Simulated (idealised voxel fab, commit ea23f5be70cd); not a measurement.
Module name: voxel gate over fins (process module)
FYI the section here is cut, 240 nm wide, cells are 5 nm squares.
For the purposes of this document, a cross-section shall be understood as a grid of square cells, specified as bands listed in top-to-bottom order, each band consisting of one or more rows of cells.
For a band, the entry starts with two heights in nm, that of the top and then that of the bottom, and carries on with the band's materials in order from left to right, each alongside its width in nm; the word "full width" beside a single material means it fills the band edge to edge, and "air" means empty space.
Heights are reckoned from 0. Under this level, the received wafer is all of one material. The bottommost band is open-ended downward, for example "top 0, no bottom".
Width: "30->40" (first number = top row, second number = bottom row, same change from row to row of cells).
The cross-section has no changed cell in any step marked "no modification".
The entry titled "Enclosed cavities" provides the empty spaces that have no open way to the top, restricted to those of 8 cells or more. Each is presented as width x height at distance, the distance being measured from the left edge, with all three in nm.
Where a step's line continues beyond its settings, the continuation is a remark by the simulator itself on that step.
The optional step-line setting "overlay nm" applies to steps with a mask and quantifies how far to the right of its planned location the mask lay, a negative value indicating leftward placement.

plan:
1) RECEIVE,material Si
2) CONFORMAL_DEP,material SiN,thk nm 5
3) MASKED_ETCH,tone cover,mask id FINS,width nm 15,pitch nm 40,etch materials SiN,depth nm 5,overlay nm 0
4) MASKED_ETCH,tone cover,mask id FINS,width nm 15,pitch nm 40,etch materials Si,depth nm 40,overlay nm 0
5) OXIDIZE,depth nm 5
6) FILL_DEP,material SiO2,thk nm 15
7) CMP,height nm 5
8) SELECTIVE_ETCH,etch materials SiO2,depth nm 15
9) STRIP,etch materials SiN
10) CONFORMAL_DEP,material HfO2,thk nm 5
11) CONFORMAL_DEP,material TiN,thk nm 5
12) FILL_DEP,material W,thk nm 10
13) CMP,height nm 15
14) CONFORMAL_DEP,material SiCN,thk nm 5

Received-state cross-section, reflecting completion of step 1:
> top 0, no bottom  Si full width
> Enclosed cavities: none

What the wafer looks like in cross-section after this module, when it starts as shown above and follows the plan above but one mistake is made in running it:
> top 20, bottom 15  SiCN full width
> top 15, bottom 5  W full width
> top 5, bottom 0  W (45) / TiN (25) / W (15) / TiN (25) / W (15) / TiN (25) / W (15) / TiN (25) / W (50)
> top 0, bottom -5  TiN (50) / HfO2 (15) / TiN (25) / HfO2 (15) / TiN (25) / HfO2 (15) / TiN (25) / HfO2 (15) / TiN (55)
> top -5, bottom -10  HfO2 (55) / Si (5) / HfO2 (35) / Si (5) / HfO2 (35) / Si (5) / HfO2 (35) / Si (5) / HfO2 (60)
> top -10, bottom -45  SiO2 (55) / Si (5) / SiO2 (35) / Si (5) / SiO2 (35) / Si (5) / SiO2 (35) / Si (5) / SiO2 (60)
> top -45, no bottom  Si full width
> Enclosed cavities: none
Against the plan, the run slipped here: plan step 2 was not performed, having been skipped
